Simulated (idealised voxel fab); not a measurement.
The following process module bears the name voxel ribs on slabs.
Shown is cross-section cut, with a width of 200 nm and square cells of size 5 nm.
For the purposes of this document, a cross-section shall be understood as a grid of square cells, specified as bands listed in top-to-bottom order, each band consisting of one or more rows of cells.
Band: top height; bottom height; in nm. Then, left to right: material with width in nm, for each material. "full width": a single material spanning edge to edge. "blank": empty space.
It should be noted that heights are counted from 0, beneath which the wafer as supplied is of one material throughout, and that the lowest band possesses no lower boundary but continues downward, as written in "0 -> down".
Top row gets the first number, bottom row gets the second, and each row in between changes by the same step: that is how a band width like "30->40" works.
Key: "identical to before" - step with no changed cell in the cross-section.
The list in "Closed empty spaces" covers empty spaces of 8 cells or more that cannot reach the top through any open way, and it gives each as width x height at distance; the distance is from the left edge, and width, height and distance are in nm.
The remark found on a step's line after its settings is issued by the simulator itself and pertains to that step.
If you see "overlay nm" on a step's line and that step has a mask, it's telling you how far right of where it was planned the mask ended up; a negative number means it went left instead.

The process steps that were planned are listed below
1) RECEIVE [material Si]
2) DIRECTIONAL_DEP [material SiO2] [thk nm 20]
3) DIRECTIONAL_DEP [material polySi] [thk nm 15]
4) DIRECTIONAL_DEP [material aC] [thk nm 10]
5) PATTERN [tone cover] [mask id RIB] [material resist] [width nm 30] [thk nm 30] [overlay nm 0]
6) DIRECTIONAL_ETCH [etch materials aC] [depth nm 10]
7) STRIP [etch materials resist]
8) DIRECTIONAL_ETCH [etch materials polySi] [depth nm 10]
9) STRIP [etch materials aC]
10) MASKED_ETCH [tone cover] [mask id SLAB] [width nm 60] [etch materials polySi] [depth nm 5] [overlay nm 0]
11) FILL_DEP [material SiO2] [thk nm 20]
12) CMP [height nm 45]
13) DIRECTIONAL_DEP [material TiN] [thk nm 10]
14) DIRECTIONAL_DEP [material aC] [thk nm 10]
15) PATTERN [tone cover] [mask id HEATER] [material resist] [width nm 40] [thk nm 30] [overlay nm 0]
16) DIRECTIONAL_ETCH [etch materials aC] [depth nm 10]
17) STRIP [etch materials resist]
18) DIRECTIONAL_ETCH [etch materials TiN] [depth nm 10]
19) STRIP [etch materials aC]
20) CONFORMAL_DEP [material SiO2] [thk nm 5]

Delivered wafer in cross-section: state after step 1
> 0 -> down | Si full width
> Closed empty spaces: none

Result of the module, cross-sectioned: start per above, plan per above, one error in how it was run
> 5 -> 0 | SiO2 full width
> 0 -> down | Si full width
> Closed empty spaces: none
It is concluded that the wafer was processed incorrectly with respect to the plan, in that not per plan at step 19, really ran STRIP [etch materials SiO2]
